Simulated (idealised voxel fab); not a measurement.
Process module heading - voxel released beams
Each square cell in cross-section cut measures 5 nm, and the section as a whole is 245 nm wide.
Cross-section, as written here: a square-cell grid given band by band from the top down, where a band holds one or more rows of cells. Top, bottom (nm), then materials left to right with widths (nm); lone material tagged "everywhere" fills the whole band edge to edge; "blank" = empty space. All heights in this document are referenced to 0, defined as the level beneath which the wafer, as received, consists entirely of one material. The lowest band is not bounded below; it extends indefinitely downward and is written in the form "0 nm and below". A width such as "30->40" changes by the same amount from each row of cells to the next, from the band's top row to its bottom row. When a step is marked "no change occurred", none of the cells in the cross-section changed during that step. Listed in "Closed void list": every empty space of 8 or more cells without an open way to the top. Form: width x height at distance, the distance being from the left edge, all in nm. Heads up: the bit after the settings on a step's line is the simulator's remark on that step. "overlay nm" answers the question of how far to the right of plan the mask lay on a step that has a mask, and when it is negative the answer is to the left.
STEPS PLANNED FOR THE PROCESS
1,RECEIVE, material Si
2,CONFORMAL_DEP, material SiN, thk nm 5
3,DIRECTIONAL_DEP, material SiO2, thk nm 10
4,DIRECTIONAL_DEP, material aC, thk nm 15
5,PATTERN, tone open, mask id ANCHOR, material resist, width nm 35, thk nm 35, overlay nm 0
6,DIRECTIONAL_ETCH, etch materials aC, depth nm 15
7,STRIP, etch materials resist
8,DIRECTIONAL_ETCH, etch materials SiO2, depth nm 10
9,STRIP, etch materials aC
10,CONFORMAL_DEP, material polySi, thk nm 15
11,PATTERN, tone cover, mask id BEAM, material resist, width nm 110, thk nm 15, overlay nm 0
12,DIRECTIONAL_ETCH, etch materials polySi, depth nm 15
13,STRIP, etch materials resist
14,STRIP, etch materials SiO2
CROSS-SECTION OF THE WAFER UPON ARRIVAL, REPRESENTING THE STATE REACHED AFTER STEP 1
  0 nm and below | Si everywhere
  Closed void list: none
CROSS-SECTION, FIRST OF TWO WAFERS, END OF MODULE, RUN AS PLANNED
  30 nm to 20 nm | 65 of blank, 20 of polySi, 5 of blank, 85 of polySi, 70 of blank
  20 nm to 15 nm | 65 of blank, 110 of polySi, 70 of blank
  15 nm to 5 nm | 70 of blank, 35 of polySi, 140 of blank
  5 nm to 0 nm | SiN everywhere
  0 nm and below | Si everywhere
  Closed void list: none
WAFER TWO, END OF MODULE, CROSS-SECTION. SAME START, SAME PLAN AS WAFER ONE. ONE MISTAKE IN THE RUN
  25 nm to 15 nm | 65 of blank, 15 of polySi, 15 of blank, 80 of polySi, 70 of blank
  15 nm to 5 nm | 70 of blank, 35 of polySi, 140 of blank
  5 nm to 0 nm | SiN everywhere
  0 nm and below | Si everywhere
  Closed void list: none
Deviation noted in wafer processing: step 10 was not run as planned; what actually ran was CONFORMAL_DEP, material polySi, thk nm 10
Wafer comparison, final, in cells, second relative to first, materials more or fewer: -26 polySi
